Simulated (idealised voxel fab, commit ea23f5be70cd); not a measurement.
Module name: voxel wiring stack (process module)
Cross-sectional view cut (width: 210 nm; square cell size: 5 nm).
Cross-section spec: square-cell grid; bands listed top down; each band is one or more rows.
Band: top and bottom heights (nm) first, top before bottom; then materials from left to right, widths in nm. "everywhere" marks a sole material filling the band edge to edge. "blank" denotes empty space.
Convention: height 0 is the level below which the wafer, as received, is all one material. The lowest band does not terminate at the bottom but continues downward, represented as "from 0 down".
Width: "30 to 40" (first number = top row, second number = bottom row, same change from row to row of cells).
Reading "no change occurred" for a step: not a cell of the cross-section changed in it.
In the "Enclosed internal voids" entry, you get each enclosed empty space of 8 cells or more, one with no open way to the top, written width x height at distance, distance from the left edge, in nm.
Whatever follows a step's settings on its line is a remark the simulator itself makes about that step.
The line of a step may include "overlay nm". On a step with a mask, this value is how far to the right of its planned place the mask lay. A negative value means the mask lay to the left.
# plan
1 RECEIVE with material Si
2 CONFORMAL_DEP with material SiO2, thk nm 15
3 DIRECTIONAL_DEP with material TiN, thk nm 5
4 DIRECTIONAL_DEP with material W, thk nm 20
5 DIRECTIONAL_DEP with material aC, thk nm 10
6 PATTERN with tone cover, mask id METAL_1, material resist, width nm 20, pitch nm 40, thk nm 25, overlay nm 0
7 DIRECTIONAL_ETCH with etch materials aC, depth nm 10
8 STRIP with etch materials resist
9 DIRECTIONAL_ETCH with etch materials W, depth nm 20
10 DIRECTIONAL_ETCH with etch materials TiN, depth nm 5
11 STRIP with etch materials aC
12 CONFORMAL_DEP with material SiN, thk nm 5
13 FILL_DEP with material lowk, thk nm 10
14 CMP with height nm 40
15 CONFORMAL_DEP with material SiCN, thk nm 5
16 DIRECTIONAL_DEP with material lowk, thk nm 25
17 PATTERN with tone open, mask id METAL_2, material resist, width nm 20, pitch nm 40, thk nm 15, overlay nm 0
18 DIRECTIONAL_ETCH with etch materials lowk, depth nm 15
19 STRIP with etch materials resist
20 DIRECTIONAL_DEP with material aC, thk nm 15
21 PATTERN with tone open, mask id METAL_2_HOLES, material resist, width nm 15, pitch nm 80, thk nm 30, overlay nm 0
22 DIRECTIONAL_ETCH with etch materials aC, depth nm 15
23 STRIP with etch materials resist
24 DIRECTIONAL_ETCH with etch materials lowk, depth nm 10
25 DIRECTIONAL_ETCH with etch materials SiCN, depth nm 5
26 STRIP with etch materials aC
27 CONFORMAL_DEP with material TiN, thk nm 5
28 FILL_DEP with material Cu, thk nm 10
29 CMP with height nm 70
30 CONFORMAL_DEP with material SiCN, thk nm 5
31 DIRECTIONAL_DEP with material lowk, thk nm 10
32 MASKED_ETCH with tone open, mask id PLUG_2, width nm 15, pitch nm 80, etch materials lowk, depth nm 10, overlay nm 0
33 MASKED_ETCH with tone open, mask id PLUG_2, width nm 15, pitch nm 80, etch materials SiCN, depth nm 5, overlay nm 0
34 CONFORMAL_DEP with material TiN, thk nm 5
35 FILL_DEP with material Cu, thk nm 10
36 CMP with height nm 85
37 CONFORMAL_DEP with material SiN, thk nm 5
38 DIRECTIONAL_DEP with material SiO2, thk nm 20
39 MASKED_ETCH with tone open, mask id METAL_3, width nm 20, pitch nm 40, etch materials SiO2, depth nm 20, overlay nm 0
40 MASKED_ETCH with tone open, mask id METAL_3, width nm 20, pitch nm 40, etch materials SiN, depth nm 5, overlay nm 0
41 CONFORMAL_DEP with material TiN, thk nm 5
42 FILL_DEP with material Cu, thk nm 10
43 CMP with height nm 110
44 CONFORMAL_DEP with material SiCN, thk nm 5
45 DIRECTIONAL_DEP with material lowk, thk nm 35
46 PATTERN with tone open, mask id METAL_4_HOLES, material resist, width nm 15, pitch nm 40, thk nm 20, overlay nm 0
47 DIRECTIONAL_ETCH with etch materials lowk, depth nm 35
48 STRIP with etch materials resist
49 DIRECTIONAL_DEP with material aC, thk nm 10
50 PATTERN with tone open, mask id METAL_4, material resist, width nm 20, pitch nm 40, thk nm 25, overlay nm 0
51 DIRECTIONAL_ETCH with etch materials aC, depth nm 10
52 STRIP with etch materials resist
53 DIRECTIONAL_ETCH with etch materials lowk, depth nm 20
54 DIRECTIONAL_ETCH with etch materials SiCN, depth nm 5
55 STRIP with etch materials aC
56 CONFORMAL_DEP with material TiN, thk nm 5
57 FILL_DEP with material Ru, thk nm 10
58 CMP with height nm 150
59 CONFORMAL_DEP with material SiN, thk nm 5
# What follows covers the first of two wafers; it ran as planned
# Wafer at receipt (post step 1), cross-section
> from 0 down | Si everywhere
> Enclosed internal voids: none
# Step 2 done - wafer cross-section
> from 15 to 0 | SiO2 everywhere
> Lower than 0, everything is as it was.
# Step 3 done - wafer cross-section
> from 20 to 15 | TiN everywhere
> Lower than 15, everything is as it was.
# Step 4 done - wafer cross-section
> from 40 to 20 | W everywhere
> Lower than 20, everything is as it was.
# Step 5 done - wafer cross-section
> from 50 to 40 | aC everywhere
> Lower than 40, everything is as it was.
# Step 6 done - wafer cross-section
> from 75 to 50 | 55 blank, then 20 resist, then 20 blank, then 20 resist, then 20 blank, then 20 resist, then 55 blank
> Lower than 50, everything is as it was.
# Step 7 done - wafer cross-section
> from 65 to 50 | 55 blank, then 20 resist, then 20 blank, then 20 resist, then 20 blank, then 20 resist, then 55 blank
> from 50 to 40 | 55 blank, then 20 aC, then 20 blank, then 20 aC, then 20 blank, then 20 aC, then 55 blank
> Lower than 40, everything is as it was.
# Step 8 done - wafer cross-section
> from 50 to 40 | 55 blank, then 20 aC, then 20 blank, then 20 aC, then 20 blank, then 20 aC, then 55 blank
> Lower than 40, everything is as it was.
# Step 9 done - wafer cross-section
> from 50 to 40 | 55 blank, then 20 aC, then 20 blank, then 20 aC, then 20 blank, then 20 aC, then 55 blank
> from 40 to 20 | 55 blank, then 20 W, then 20 blank, then 20 W, then 20 blank, then 20 W, then 55 blank
> Lower than 20, everything is as it was.
# Step 10 done - wafer cross-section
> from 50 to 40 | 55 blank, then 20 aC, then 20 blank, then 20 aC, then 20 blank, then 20 aC, then 55 blank
> from 40 to 20 | 55 blank, then 20 W, then 20 blank, then 20 W, then 20 blank, then 20 W, then 55 blank
> from 20 to 15 | 55 blank, then 20 TiN, then 20 blank, then 20 TiN, then 20 blank, then 20 TiN, then 55 blank
> Lower than 15, everything is as it was.
# Step 11 done - wafer cross-section
> from 40 to 20 | 55 blank, then 20 W, then 20 blank, then 20 W, then 20 blank, then 20 W, then 55 blank
> Lower than 20, everything is as it was.
# Step 12 done - wafer cross-section
> from 45 to 40 | 50 blank, then 30 SiN, then 10 blank, then 30 SiN, then 10 blank, then 30 SiN, then 50 blank
> from 40 to 20 | 50 blank, then 5 SiN, then 20 W, then 5 SiN, then 10 blank, then 5 SiN, then 20 W, then 5 SiN, then 10 blank, then 5 SiN, then 20 W, then 5 SiN, then 50 blank
> from 20 to 15 | 55 SiN, then 20 TiN, then 20 SiN, then 20 TiN, then 20 SiN, then 20 TiN, then 55 SiN
> Lower than 15, everything is as it was.
# Step 13 done - wafer cross-section
> from 55 to 45 | lowk everywhere
> from 45 to 40 | 50 lowk, then 30 SiN, then 10 lowk, then 30 SiN, then 10 lowk, then 30 SiN, then 50 lowk
> from 40 to 20 | 50 lowk, then 5 SiN, then 20 W, then 5 SiN, then 10 lowk, then 5 SiN, then 20 W, then 5 SiN, then 10 lowk, then 5 SiN, then 20 W, then 5 SiN, then 50 lowk
> Lower than 20, everything is as it was.
# Step 14 done - wafer cross-section
> from 40 to 20 | 50 lowk, then 5 SiN, then 20 W, then 5 SiN, then 10 lowk, then 5 SiN, then 20 W, then 5 SiN, then 10 lowk, then 5 SiN, then 20 W, then 5 SiN, then 50 lowk
> Lower than 20, everything is as it was.
# Step 15 done - wafer cross-section
> from 45 to 40 | SiCN everywhere
> Lower than 40, everything is as it was.
# Step 16 done - wafer cross-section
> from 70 to 45 | lowk everywhere
> Lower than 45, everything is as it was.
# Step 17 done - wafer cross-section
> from 85 to 70 | 55 resist, then 20 blank, then 20 resist, then 20 blank, then 20 resist, then 20 blank, then 55 resist
> Lower than 70, everything is as it was.
# Step 18 done - wafer cross-section
> from 85 to 70 | 55 resist, then 20 blank, then 20 resist, then 20 blank, then 20 resist, then 20 blank, then 55 resist
> from 70 to 55 | 55 lowk, then 20 blank, then 20 lowk, then 20 blank, then 20 lowk, then 20 blank, then 55 lowk
> Lower than 55, everything is as it was.
# Step 19 done - wafer cross-section
> from 70 to 55 | 55 lowk, then 20 blank, then 20 lowk, then 20 blank, then 20 lowk, then 20 blank, then 55 lowk
> Lower than 55, everything is as it was.
# Step 20 done - wafer cross-section
> from 85 to 70 | 55 aC, then 20 blank, then 20 aC, then 20 blank, then 20 aC, then 20 blank, then 55 aC
> from 70 to 55 | 55 lowk, then 20 aC, then 20 lowk, then 20 aC, then 20 lowk, then 20 aC, then 55 lowk
> Lower than 55, everything is as it was.
# Step 21 done - wafer cross-section
> from 115 to 85 | 55 resist, then 15 blank, then 65 resist, then 15 blank, then 60 resist
> from 85 to 70 | 55 aC, then 15 blank, then 5 resist, then 20 aC, then 20 resist, then 20 aC, then 15 blank, then 5 resist, then 55 aC
> Lower than 70, everything is as it was.
# Step 22 done - wafer cross-section
> from 100 to 85 | 55 resist, then 15 blank, then 65 resist, then 15 blank, then 60 resist
> from 85 to 70 | 55 aC, then 15 blank, then 5 resist, then 20 aC, then 20 resist, then 20 aC, then 15 blank, then 5 resist, then 55 aC
> from 70 to 55 | 55 lowk, then 15 blank, then 5 aC, then 20 lowk, then 20 aC, then 20 lowk, then 15 blank, then 5 aC, then 55 lowk
> Lower than 55, everything is as it was.
# Step 23 done - wafer cross-section
> from 85 to 70 | 55 aC, then 20 blank, then 20 aC, then 20 blank, then 20 aC, then 20 blank, then 55 aC
> Lower than 70, everything is as it was.
# Step 24 done - wafer cross-section
> from 85 to 70 | 55 aC, then 20 blank, then 20 aC, then 20 blank, then 20 aC, then 20 blank, then 55 aC
> from 70 to 55 | 55 lowk, then 15 blank, then 5 aC, then 20 lowk, then 20 aC, then 20 lowk, then 15 blank, then 5 aC, then 55 lowk
> from 55 to 45 | 55 lowk, then 15 blank, then 65 lowk, then 15 blank, then 60 lowk
> Lower than 45, everything is as it was.
# Step 25 done - wafer cross-section
> from 85 to 70 | 55 aC, then 20 blank, then 20 aC, then 20 blank, then 20 aC, then 20 blank, then 55 aC
> from 70 to 55 | 55 lowk, then 15 blank, then 5 aC, then 20 lowk, then 20 aC, then 20 lowk, then 15 blank, then 5 aC, then 55 lowk
> from 55 to 45 | 55 lowk, then 15 blank, then 65 lowk, then 15 blank, then 60 lowk
> from 45 to 40 | 55 SiCN, then 15 blank, then 65 SiCN, then 15 blank, then 60 SiCN
> Lower than 40, everything is as it was.
# Step 26 done - wafer cross-section
> from 70 to 55 | 55 lowk, then 20 blank, then 20 lowk, then 20 blank, then 20 lowk, then 20 blank, then 55 lowk
> Lower than 55, everything is as it was.
# Step 27 done - wafer cross-section
> from 75 to 70 | 60 TiN, then 10 blank, then 30 TiN, then 10 blank, then 30 TiN, then 10 blank, then 60 TiN
> from 70 to 60 | 55 lowk, then 5 TiN, then 10 blank, then 5 TiN, then 20 lowk, then 5 TiN, then 10 blank, then 5 TiN, then 20 lowk, then 5 TiN, then 10 blank, then 5 TiN, then 55 lowk
> from 60 to 55 | 55 lowk, then 5 TiN, then 5 blank, then 10 TiN, then 20 lowk, then 20 TiN, then 20 lowk, then 5 TiN, then 5 blank, then 10 TiN, then 55 lowk
> from 55 to 45 | 55 lowk, then 5 TiN, then 5 blank, then 5 TiN, then 65 lowk, then 5 TiN, then 5 blank, then 5 TiN, then 60 lowk
> from 45 to 40 | 55 SiCN, then 15 TiN, then 65 SiCN, then 15 TiN, then 60 SiCN
> Lower than 40, everything is as it was.
# Step 28 done - wafer cross-section
> from 85 to 75 | Cu everywhere
> from 75 to 70 | 60 TiN, then 10 Cu, then 30 TiN, then 10 Cu, then 30 TiN, then 10 Cu, then 60 TiN
> from 70 to 60 | 55 lowk, then 5 TiN, then 10 Cu, then 5 TiN, then 20 lowk, then 5 TiN, then 10 Cu, then 5 TiN, then 20 lowk, then 5 TiN, then 10 Cu, then 5 TiN, then 55 lowk
> from 60 to 55 | 55 lowk, then 5 TiN, then 5 Cu, then 10 TiN, then 20 lowk, then 20 TiN, then 20 lowk, then 5 TiN, then 5 Cu, then 10 TiN, then 55 lowk
> from 55 to 45 | 55 lowk, then 5 TiN, then 5 Cu, then 5 TiN, then 65 lowk, then 5 TiN, then 5 Cu, then 5 TiN, then 60 lowk
> Lower than 45, everything is as it was.
# Step 29 done - wafer cross-section
> from 70 to 60 | 55 lowk, then 5 TiN, then 10 Cu, then 5 TiN, then 20 lowk, then 5 TiN, then 10 Cu, then 5 TiN, then 20 lowk, then 5 TiN, then 10 Cu, then 5 TiN, then 55 lowk
> Lower than 60, everything is as it was.
# Step 30 done - wafer cross-section
> from 75 to 70 | SiCN everywhere
> Lower than 70, everything is as it was.
# Step 31 done - wafer cross-section
> from 85 to 75 | lowk everywhere
> Lower than 75, everything is as it was.
# Step 32 done - wafer cross-section
> from 85 to 75 | 55 lowk, then 15 blank, then 65 lowk, then 15 blank, then 60 lowk
> Lower than 75, everything is as it was.
# Step 33 done - wafer cross-section
> from 85 to 75 | 55 lowk, then 15 blank, then 65 lowk, then 15 blank, then 60 lowk
> from 75 to 70 | 55 SiCN, then 15 blank, then 65 SiCN, then 15 blank, then 60 SiCN
> Lower than 70, everything is as it was.
# Step 34 done - wafer cross-section
> from 90 to 85 | 60 TiN, then 5 blank, then 75 TiN, then 5 blank, then 65 TiN
> from 85 to 75 | 55 lowk, then 5 TiN, then 5 blank, then 5 TiN, then 65 lowk, then 5 TiN, then 5 blank, then 5 TiN, then 60 lowk
> from 75 to 70 | 55 SiCN, then 15 TiN, then 65 SiCN, then 15 TiN, then 60 SiCN
> Lower than 70, everything is as it was.
# Step 35 done - wafer cross-section
> from 100 to 90 | Cu everywhere
> from 90 to 85 | 60 TiN, then 5 Cu, then 75 TiN, then 5 Cu, then 65 TiN
> from 85 to 75 | 55 lowk, then 5 TiN, then 5 Cu, then 5 TiN, then 65 lowk, then 5 TiN, then 5 Cu, then 5 TiN, then 60 lowk
> Lower than 75, everything is as it was.
# Step 36 done - wafer cross-section
> from 85 to 75 | 55 lowk, then 5 TiN, then 5 Cu, then 5 TiN, then 65 lowk, then 5 TiN, then 5 Cu, then 5 TiN, then 60 lowk
> Lower than 75, everything is as it was.
# Step 37 done - wafer cross-section
> from 90 to 85 | SiN everywhere
> Lower than 85, everything is as it was.
# Step 38 done - wafer cross-section
> from 110 to 90 | SiO2 everywhere
> Lower than 90, everything is as it was.
# Step 39 done - wafer cross-section
> from 110 to 90 | 55 SiO2, then 20 blank, then 20 SiO2, then 20 blank, then 20 SiO2, then 20 blank, then 55 SiO2
> Lower than 90, everything is as it was.
# Step 40 done - wafer cross-section
> from 110 to 90 | 55 SiO2, then 20 blank, then 20 SiO2, then 20 blank, then 20 SiO2, then 20 blank, then 55 SiO2
> from 90 to 85 | 55 SiN, then 20 blank, then 20 SiN, then 20 blank, then 20 SiN, then 20 blank, then 55 SiN
> Lower than 85, everything is as it was.
# Step 41 done - wafer cross-section
> from 115 to 110 | 60 TiN, then 10 blank, then 30 TiN, then 10 blank, then 30 TiN, then 10 blank, then 60 TiN
> from 110 to 90 | 55 SiO2, then 5 TiN, then 10 blank, then 5 TiN, then 20 SiO2, then 5 TiN, then 10 blank, then 5 TiN, then 20 SiO2, then 5 TiN, then 10 blank, then 5 TiN, then 55 SiO2
> from 90 to 85 | 55 SiN, then 20 TiN, then 20 SiN, then 20 TiN, then 20 SiN, then 20 TiN, then 55 SiN
> Lower than 85, everything is as it was.
# Step 42 done - wafer cross-section
> from 125 to 115 | Cu everywhere
> from 115 to 110 | 60 TiN, then 10 Cu, then 30 TiN, then 10 Cu, then 30 TiN, then 10 Cu, then 60 TiN
> from 110 to 90 | 55 SiO2, then 5 TiN, then 10 Cu, then 5 TiN, then 20 SiO2, then 5 TiN, then 10 Cu, then 5 TiN, then 20 SiO2, then 5 TiN, then 10 Cu, then 5 TiN, then 55 SiO2
> Lower than 90, everything is as it was.
# Step 43 done - wafer cross-section
> from 110 to 90 | 55 SiO2, then 5 TiN, then 10 Cu, then 5 TiN, then 20 SiO2, then 5 TiN, then 10 Cu, then 5 TiN, then 20 SiO2, then 5 TiN, then 10 Cu, then 5 TiN, then 55 SiO2
> Lower than 90, everything is as it was.
# Step 44 done - wafer cross-section
> from 115 to 110 | SiCN everywhere
> Lower than 110, everything is as it was.
# Step 45 done - wafer cross-section
> from 150 to 115 | lowk everywhere
> Lower than 115, everything is as it was.
# Step 46 done - wafer cross-section
> from 170 to 150 | 55 resist, then 15 blank, then 25 resist, then 15 blank, then 25 resist, then 15 blank, then 60 resist
> Lower than 150, everything is as it was.
# Step 47 done - wafer cross-section
> from 170 to 150 | 55 resist, then 15 blank, then 25 resist, then 15 blank, then 25 resist, then 15 blank, then 60 resist
> from 150 to 115 | 55 lowk, then 15 blank, then 25 lowk, then 15 blank, then 25 lowk, then 15 blank, then 60 lowk
> Lower than 115, everything is as it was.
# Step 48 done - wafer cross-section
> from 150 to 115 | 55 lowk, then 15 blank, then 25 lowk, then 15 blank, then 25 lowk, then 15 blank, then 60 lowk
> Lower than 115, everything is as it was.
# Step 49 done - wafer cross-section
> from 160 to 150 | 55 aC, then 15 blank, then 25 aC, then 15 blank, then 25 aC, then 15 blank, then 60 aC
> from 150 to 125 | 55 lowk, then 15 blank, then 25 lowk, then 15 blank, then 25 lowk, then 15 blank, then 60 lowk
> from 125 to 115 | 55 lowk, then 15 aC, then 25 lowk, then 15 aC, then 25 lowk, then 15 aC, then 60 lowk
> Lower than 115, everything is as it was.
# Step 50 done - wafer cross-section
> from 185 to 160 | 55 resist, then 20 blank, then 20 resist, then 20 blank, then 20 resist, then 20 blank, then 55 resist
> Lower than 160, everything is as it was.
# Step 51 done - wafer cross-section
> from 175 to 160 | 55 resist, then 20 blank, then 20 resist, then 20 blank, then 20 resist, then 20 blank, then 55 resist
> from 160 to 150 | 55 aC, then 20 blank, then 20 aC, then 20 blank, then 20 aC, then 20 blank, then 55 aC
> from 150 to 115 | 55 lowk, then 15 blank, then 25 lowk, then 15 blank, then 25 lowk, then 15 blank, then 60 lowk
> Lower than 115, everything is as it was.
# Step 52 done - wafer cross-section
> from 160 to 150 | 55 aC, then 20 blank, then 20 aC, then 20 blank, then 20 aC, then 20 blank, then 55 aC
> Lower than 150, everything is as it was.
# Step 53 done - wafer cross-section
> from 160 to 150 | 55 aC, then 20 blank, then 20 aC, then 20 blank, then 20 aC, then 20 blank, then 55 aC
> from 150 to 130 | 55 lowk, then 20 blank, then 20 lowk, then 20 blank, then 20 lowk, then 20 blank, then 55 lowk
> Lower than 130, everything is as it was.
# Step 54 done - wafer cross-section
> from 160 to 150 | 55 aC, then 20 blank, then 20 aC, then 20 blank, then 20 aC, then 20 blank, then 55 aC
> from 150 to 130 | 55 lowk, then 20 blank, then 20 lowk, then 20 blank, then 20 lowk, then 20 blank, then 55 lowk
> from 130 to 115 | 55 lowk, then 15 blank, then 25 lowk, then 15 blank, then 25 lowk, then 15 blank, then 60 lowk
> from 115 to 110 | 55 SiCN, then 15 blank, then 25 SiCN, then 15 blank, then 25 SiCN, then 15 blank, then 60 SiCN
> Lower than 110, everything is as it was.
# Step 55 done - wafer cross-section
> from 150 to 130 | 55 lowk, then 20 blank, then 20 lowk, then 20 blank, then 20 lowk, then 20 blank, then 55 lowk
> Lower than 130, everything is as it was.
# Step 56 done - wafer cross-section
> from 155 to 150 | 60 TiN, then 10 blank, then 30 TiN, then 10 blank, then 30 TiN, then 10 blank, then 60 TiN
> from 150 to 135 | 55 lowk, then 5 TiN, then 10 blank, then 5 TiN, then 20 lowk, then 5 TiN, then 10 blank, then 5 TiN, then 20 lowk, then 5 TiN, then 10 blank, then 5 TiN, then 55 lowk
> from 135 to 130 | 55 lowk, then 5 TiN, then 5 blank, then 10 TiN, then 20 lowk, then 5 TiN, then 5 blank, then 10 TiN, then 20 lowk, then 5 TiN, then 5 blank, then 10 TiN, then 55 lowk
> from 130 to 115 | 55 lowk, then 5 TiN, then 5 blank, then 5 TiN, then 25 lowk, then 5 TiN, then 5 blank, then 5 TiN, then 25 lowk, then 5 TiN, then 5 blank, then 5 TiN, then 60 lowk
> from 115 to 110 | 55 SiCN, then 15 TiN, then 25 SiCN, then 15 TiN, then 25 SiCN, then 15 TiN, then 60 SiCN
> Lower than 110, everything is as it was.
# Step 57 done - wafer cross-section
> from 165 to 155 | Ru everywhere
> from 155 to 150 | 60 TiN, then 10 Ru, then 30 TiN, then 10 Ru, then 30 TiN, then 10 Ru, then 60 TiN
> from 150 to 135 | 55 lowk, then 5 TiN, then 10 Ru, then 5 TiN, then 20 lowk, then 5 TiN, then 10 Ru, then 5 TiN, then 20 lowk, then 5 TiN, then 10 Ru, then 5 TiN, then 55 lowk
> from 135 to 130 | 55 lowk, then 5 TiN, then 5 Ru, then 10 TiN, then 20 lowk, then 5 TiN, then 5 Ru, then 10 TiN, then 20 lowk, then 5 TiN, then 5 Ru, then 10 TiN, then 55 lowk
> from 130 to 115 | 55 lowk, then 5 TiN, then 5 Ru, then 5 TiN, then 25 lowk, then 5 TiN, then 5 Ru, then 5 TiN, then 25 lowk, then 5 TiN, then 5 Ru, then 5 TiN, then 60 lowk
> Lower than 115, everything is as it was.
# Step 58 done - wafer cross-section
> from 150 to 135 | 55 lowk, then 5 TiN, then 10 Ru, then 5 TiN, then 20 lowk, then 5 TiN, then 10 Ru, then 5 TiN, then 20 lowk, then 5 TiN, then 10 Ru, then 5 TiN, then 55 lowk
> Lower than 135, everything is as it was.
# Step 59 done - wafer cross-section
> from 155 to 150 | SiN everywhere
> Lower than 150, everything is as it was.
# Second wafer, same starting state and plan as the first, one mistake in the run, identical through step 49
# Cross-section of the second wafer corresponding to the planned conclusion of step 50
> from 185 to 160 | 55 blank, then 20 resist, then 20 blank, then 20 resist, then 20 blank, then 20 resist, then 55 blank
> from 160 to 150 | 55 aC, then 15 resist, then 25 aC, then 15 resist, then 25 aC, then 15 resist, then 60 aC
> from 150 to 125 | 55 lowk, then 15 resist, then 25 lowk, then 15 resist, then 25 lowk, then 15 resist, then 60 lowk
> Lower than 125, everything is as it was.
# Cross-section of the second wafer corresponding to the planned conclusion of step 51
> from 175 to 160 | 55 blank, then 20 resist, then 20 blank, then 20 resist, then 20 blank, then 20 resist, then 55 blank
> from 160 to 150 | 55 blank, then 15 resist, then 5 aC, then 20 blank, then 15 resist, then 5 aC, then 20 blank, then 15 resist, then 5 aC, then 55 blank
> Lower than 150, everything is as it was.
# Cross-section of the second wafer corresponding to the planned conclusion of step 52
> from 160 to 150 | 70 blank, then 5 aC, then 35 blank, then 5 aC, then 35 blank, then 5 aC, then 55 blank
> from 150 to 125 | 55 lowk, then 15 blank, then 25 lowk, then 15 blank, then 25 lowk, then 15 blank, then 60 lowk
> Lower than 125, everything is as it was.
# Cross-section of the second wafer corresponding to the planned conclusion of step 53
> from 160 to 150 | 70 blank, then 5 aC, then 35 blank, then 5 aC, then 35 blank, then 5 aC, then 55 blank
> from 150 to 130 | 70 blank, then 5 lowk, then 35 blank, then 5 lowk, then 35 blank, then 5 lowk, then 55 blank
> Lower than 130, everything is as it was.
Cross-section of the second wafer corresponding to the planned conclusion of step 54: no change occurred
# Cross-section of the second wafer corresponding to the planned conclusion of step 55
> from 150 to 130 | 70 blank, then 5 lowk, then 35 blank, then 5 lowk, then 35 blank, then 5 lowk, then 55 blank
> from 130 to 115 | 55 lowk, then 15 blank, then 25 lowk, then 15 blank, then 25 lowk, then 15 blank, then 60 lowk
> Lower than 115, everything is as it was.
# Cross-section of the second wafer corresponding to the planned conclusion of step 56
> from 155 to 150 | 65 blank, then 15 TiN, then 25 blank, then 15 TiN, then 25 blank, then 15 TiN, then 50 blank
> from 150 to 135 | 65 blank, then 5 TiN, then 5 lowk, then 5 TiN, then 25 blank, then 5 TiN, then 5 lowk, then 5 TiN, then 25 blank, then 5 TiN, then 5 lowk, then 5 TiN, then 50 blank
> from 135 to 130 | 60 TiN, then 5 blank, then 5 TiN, then 5 lowk, then 25 TiN, then 5 blank, then 5 TiN, then 5 lowk, then 25 TiN, then 5 blank, then 5 TiN, then 5 lowk, then 55 TiN
> from 130 to 120 | 55 lowk, then 5 TiN, then 5 blank, then 5 TiN, then 25 lowk, then 5 TiN, then 5 blank, then 5 TiN, then 25 lowk, then 5 TiN, then 5 blank, then 5 TiN, then 60 lowk
> from 120 to 115 | 55 lowk, then 15 TiN, then 25 lowk, then 15 TiN, then 25 lowk, then 15 TiN, then 60 lowk
> Lower than 115, everything is as it was.
# Cross-section of the second wafer corresponding to the planned conclusion of step 57
> from 165 to 155 | Ru everywhere
> from 155 to 150 | 65 Ru, then 15 TiN, then 25 Ru, then 15 TiN, then 25 Ru, then 15 TiN, then 50 Ru
> from 150 to 135 | 65 Ru, then 5 TiN, then 5 lowk, then 5 TiN, then 25 Ru, then 5 TiN, then 5 lowk, then 5 TiN, then 25 Ru, then 5 TiN, then 5 lowk, then 5 TiN, then 50 Ru
> from 135 to 130 | 60 TiN, then 5 Ru, then 5 TiN, then 5 lowk, then 25 TiN, then 5 Ru, then 5 TiN, then 5 lowk, then 25 TiN, then 5 Ru, then 5 TiN, then 5 lowk, then 55 TiN
> from 130 to 120 | 55 lowk, then 5 TiN, then 5 Ru, then 5 TiN, then 25 lowk, then 5 TiN, then 5 Ru, then 5 TiN, then 25 lowk, then 5 TiN, then 5 Ru, then 5 TiN, then 60 lowk
> Lower than 120, everything is as it was.
# Cross-section of the second wafer corresponding to the planned conclusion of step 58
> from 150 to 135 | 65 Ru, then 5 TiN, then 5 lowk, then 5 TiN, then 25 Ru, then 5 TiN, then 5 lowk, then 5 TiN, then 25 Ru, then 5 TiN, then 5 lowk, then 5 TiN, then 50 Ru
> Lower than 135, everything is as it was.
# Cross-section of the second wafer corresponding to the planned conclusion of step 59
> from 155 to 150 | SiN everywhere
> Lower than 150, everything is as it was.
Nonconformance to the process plan: rather than as planned, step 50 actually ran as PATTERN with tone cover, mask id METAL_4, material resist, width nm 20, pitch nm 40, thk nm 25, overlay nm 0
Final difference in cells, second wafer against first, listed per material as more or fewer: +78 Ru | +9 SiCN | +21 TiN | -108 lowk
